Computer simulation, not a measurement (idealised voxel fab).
Process module, titled voxel local oxidation
Square cell edge 5 nm, section width 145 nm, ID cut.
In this document a cross-section is written as a grid of square cells. It is given as a series of bands, listed from the top down, and a band is one or more rows of cells. Each band's line starts with the height of the band's top and of its bottom, in nm. Then come its materials from left to right, each with its width in nm. One material with "all across" fills the band from edge to edge. "empty" is empty space. Convention: height 0 is the level below which the wafer, as received, is all one material. The lowest band does not terminate at the bottom but continues downward, represented as "0 down". When a width is written as two numbers, as in "30..40", the first number is the width in the top row of cells of the band and the second is the width in its bottom row, and the width changes by the same amount from each row to the next. "no change" means the step left every cell of the cross-section as it was. "Fully sealed cavities" means: voids of 8 cells or more that are shut off from the top with no open way through. Written width x height at distance, distance from the left edge, in nm. Whatever follows a step's settings on its line is a remark the simulator itself makes about that step. overlay nm: mask offset rightward from planned place, masked step; negative means leftward offset.
[Here's what the planned process steps look like]
1) RECEIVE [material Si]
2) CONFORMAL_DEP [material SiO2] [thk nm 5]
3) CONFORMAL_DEP [material SiN] [thk nm 10]
4) PATTERN [tone cover] [mask id ACTIVE] [material resist] [width nm 115] [thk nm 20] [overlay nm 0]
5) DIRECTIONAL_ETCH [etch materials SiN] [depth nm 10]
6) STRIP [etch materials resist]
7) SELECTIVE_ETCH [etch materials SiO2] [depth nm 5]
8) OXIDIZE [depth nm 10]
9) STRIP [etch materials SiN]
[Cross-section, incoming material, after step 1]
	0 down = Si all across
	Fully sealed cavities: none
[Wafer cross-section at module end: first of two, run to plan]
	5 to 0 = empty=20  SiO2=105  empty=20
	0 to -10 = SiO2=30  Si=85  SiO2=30
	-10 down = Si all across
	Fully sealed cavities: none
[Cross-section, wafer two of two, end of module: same start and plan as wafer one, one error in execution]
	5 to 0 = SiO2=10  empty=125  SiO2=10
	0 to -10 = SiO2 all across
	-10 down = Si all across
	Fully sealed cavities: none
Misprocessing identified: step 4, actual vs plan mismatch, actual run PATTERN [tone open] [mask id ACTIVE] [material resist] [width nm 115] [thk nm 20] [overlay nm 0]
The closing comparison, in cells, has the second wafer with more or fewer of some materials than the first: Si -34; SiO2 +17
